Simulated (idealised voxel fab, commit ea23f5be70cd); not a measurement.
The process module presented herein is designated voxel self aligned contacts.
For reference, the cross-section in this document is cut, with width 225 nm and square cells of 5 nm.
Just so we're on the same page, the cross-sections are grids of square cells, and they're listed out in bands top to bottom, each band one or more rows deep.
This entry defines a band. It first specifies the height of the band's top and the height of its bottom in nm, and then specifies the band's materials from left to right, stating each material with its width in nm. The word "edge to edge" identifies a single material that fills the band from edge to edge, while the word "air" identifies empty space.
Zero point of the height axis is 0; under it, received wafer = one material. Lowest band: continues down indefinitely, "z 0 and below".
A width given as "30 to 40" starts at the first number in the band's top row and ends at the second number in its bottom row, shifting by an equal amount at every step from row to row.
Take "no modification" at face value: in the step it is given for, the cross-section changed in none of its cells.
Entry "Unvented internal voids". Content: empty spaces with no open connection to the top, size 8 cells or greater. Each: width x height at distance. Distance: from left edge. Unit: nm.
Whatever follows a step's settings on its line is a remark the simulator itself makes about that step.
For masked steps, "overlay nm" on the step line gives how far right of plan the mask actually lay; a minus sign means it lay to the left.
Set out below are the planned steps of the process:
step 1: RECEIVE | material Si
step 2: OXIDIZE | depth nm 5
step 3: DIRECTIONAL_DEP | material polySi | thk nm 20
step 4: DIRECTIONAL_DEP | material SiN | thk nm 20
step 5: DIRECTIONAL_DEP | material aC | thk nm 5
step 6: PATTERN | tone cover | mask id GATE | material resist | width nm 25 | pitch nm 50 | thk nm 30 | overlay nm 0
step 7: DIRECTIONAL_ETCH | etch materials aC | depth nm 10
step 8: STRIP | etch materials resist
step 9: DIRECTIONAL_ETCH | etch materials SiN | depth nm 20
step 10: DIRECTIONAL_ETCH | etch materials polySi | depth nm 20
step 11: STRIP | etch materials aC
step 12: CONFORMAL_DEP | material SiN | thk nm 5
step 13: DIRECTIONAL_ETCH | etch materials SiN | depth nm 5
step 14: FILL_DEP | material SiO2 | thk nm 15
step 15: CMP | height nm 50
step 16: PATTERN | tone open | mask id CONTACT | material resist | width nm 35 | pitch nm 50 | thk nm 20 | overlay nm 0
step 17: DIRECTIONAL_ETCH | etch materials SiO2 | depth nm 55
step 18: STRIP | etch materials resist
step 19: CONFORMAL_DEP | material TiN | thk nm 5
step 20: FILL_DEP | material Ru | thk nm 5
step 21: CMP | height nm 50
step 22: CONFORMAL_DEP | material SiCN | thk nm 5
Keep in mind the plan's value for the thk nm of step 5 comes from the first wafer; the wafers don't share that setting, but they do share the same starting point.
The as-received cross-section of the first of several wafers corresponds to the state after step 1:
z 0 and below  Si edge to edge
Unvented internal voids: none
Cross-section after step 22, the final step of the module, for the first of several wafers:
z 55 to 50  SiCN edge to edge
z 50 to 40  SiO2=70, TiN=5 to 15, Ru=25 to 5, TiN=5 to 15, SiO2=15, TiN=5 to 15, Ru=25 to 5, TiN=5 to 15, SiO2=70
z 40 to 20  SiO2=45, SiN=35, TiN=5, Ru=5, TiN=5, SiN=35, TiN=5, Ru=5, TiN=5, SiN=35, SiO2=45
z 20 to 0  SiO2=45, SiN=5, polySi=25, SiN=5, TiN=5, Ru=5, TiN=5, SiN=5, polySi=25, SiN=5, TiN=5, Ru=5, TiN=5, SiN=5, polySi=25, SiN=5, SiO2=45
z 0 to -5  SiO2=80, TiN=15, SiO2=35, TiN=15, SiO2=80
z -5 and below  Si edge to edge
Unvented internal voids: none
Cross-section at module completion, last wafer:
z 55 to 50  SiCN edge to edge
z 50 to 45  SiO2=70, TiN=5, Ru=25, TiN=5, SiO2=15, TiN=5, Ru=25, TiN=5, SiO2=70
z 45 to 40  SiO2=70, TiN=35, SiO2=15, TiN=35, SiO2=70
z 40 to 20  SiN edge to edge
z 20 to 0  polySi edge to edge
z 0 to -5  SiO2 edge to edge
z -5 and below  Si edge to edge
Unvented internal voids: none
Each row below is a wafer at the end of the module, listing for every material the number of cells it has gained (+) or lost (-) since it was received, followed by its closed voids:
thk nm 5; +28 Ru; -45 Si; +45 SiCN; +108 SiN; +245 SiO2; +54 TiN; +60 polySi; Unvented internal voids: none
thk nm 10; +28 Ru; -45 Si; +45 SiCN; +108 SiN; +245 SiO2; +54 TiN; +60 polySi; Unvented internal voids: none
thk nm 15; +10 Ru; -45 Si; +45 SiCN; +180 SiN; +107 SiO2; +18 TiN; +180 polySi; Unvented internal voids: none
thk nm 20; +10 Ru; -45 Si; +45 SiCN; +180 SiN; +107 SiO2; +18 TiN; +180 polySi; Unvented internal voids: none
thk nm 25; +10 Ru; -45 Si; +45 SiCN; +180 SiN; +107 SiO2; +18 TiN; +180 polySi; Unvented internal voids: none
